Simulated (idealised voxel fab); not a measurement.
Herein follows the process module entitled voxel double patterning.
FYI the section here is cut, 240 nm wide, cells are 5 nm squares.
A cross-section in this document is a grid of square cells, and it is written down as bands, the top band listed before the ones below it; a band is made up of one or more rows of cells. It is stipulated that each band's entry specify, in nanometres, the height of the top of the band and then that of its bottom, followed by the materials of the band in left-to-right sequence, each together with its width in nanometres. A single material marked by the word "all across" is understood to fill the band from edge to edge; the word "air" is understood to denote empty space. Counting heights begins at 0, where everything beneath is, in the wafer as received, one material. The lowest band has no bottom; it goes on downwards, as "z 0 and below" shows. So if you see something like "30 to 40" for the width, read it as the top row of the band sitting at the first number and the bottom row at the second, with every row in between moving by the same amount as the last. No cell of the cross-section changed in a step that is given as "remained unchanged". What "Non-vented voids" gives you is every empty space of 8 cells or more that is cut off from the top. Each appears as width x height at distance, with the distance taken from the left edge and width, height and distance all in nm. Text after the settings on a step's line: the simulator's own remark on that step. The setting "overlay nm" may be written on the line of a step. When the step uses a mask, the value reports how far to the right of the planned place the mask lay, and a negative value reports that it lay to the left.

List of planned process steps
- 1: RECEIVE [material Si]
- 2: CONFORMAL_DEP [material SiO2] [thk nm 10]
- 3: DIRECTIONAL_DEP [material W] [thk nm 15]
- 4: DIRECTIONAL_DEP [material SiCN] [thk nm 5]
- 5: PATTERN [tone open] [mask id FIRST] [material resist] [width nm 15] [pitch nm 50] [thk nm 15] [overlay nm 0]
- 6: DIRECTIONAL_ETCH [etch materials SiCN] [depth nm 5]
- 7: STRIP [etch materials resist]
- 8: MASKED_ETCH [tone open] [mask id SECOND] [width nm 15] [pitch nm 50] [etch materials SiCN] [depth nm 5] [overlay nm 0]
- 9: DIRECTIONAL_ETCH [etch materials W] [depth nm 15]
- 10: STRIP [etch materials SiCN]

This is the cross-section of the wafer as we received it, i.e. after step 1
- z 0 and below | Si all across
- Non-vented voids: none

Below is the wafer in cross-section after the module was completed. It began from the starting point shown above and followed the plan shown above, except that one mistake was made while running it
- z 25 to 15 | W: 60 / air: 15 / W: 10 / air: 15 / W: 10 / air: 15 / W: 10 / air: 15 / W: 10 / air: 15 / W: 65
- z 15 to 10 | W all across
- z 10 to 0 | SiO2 all across
- z 0 and below | Si all across
- Non-vented voids: none
What went wrong in running the wafer? for step 9, the planned setting was not used; the step was instead run as DIRECTIONAL_ETCH [etch materials W] [depth nm 10]
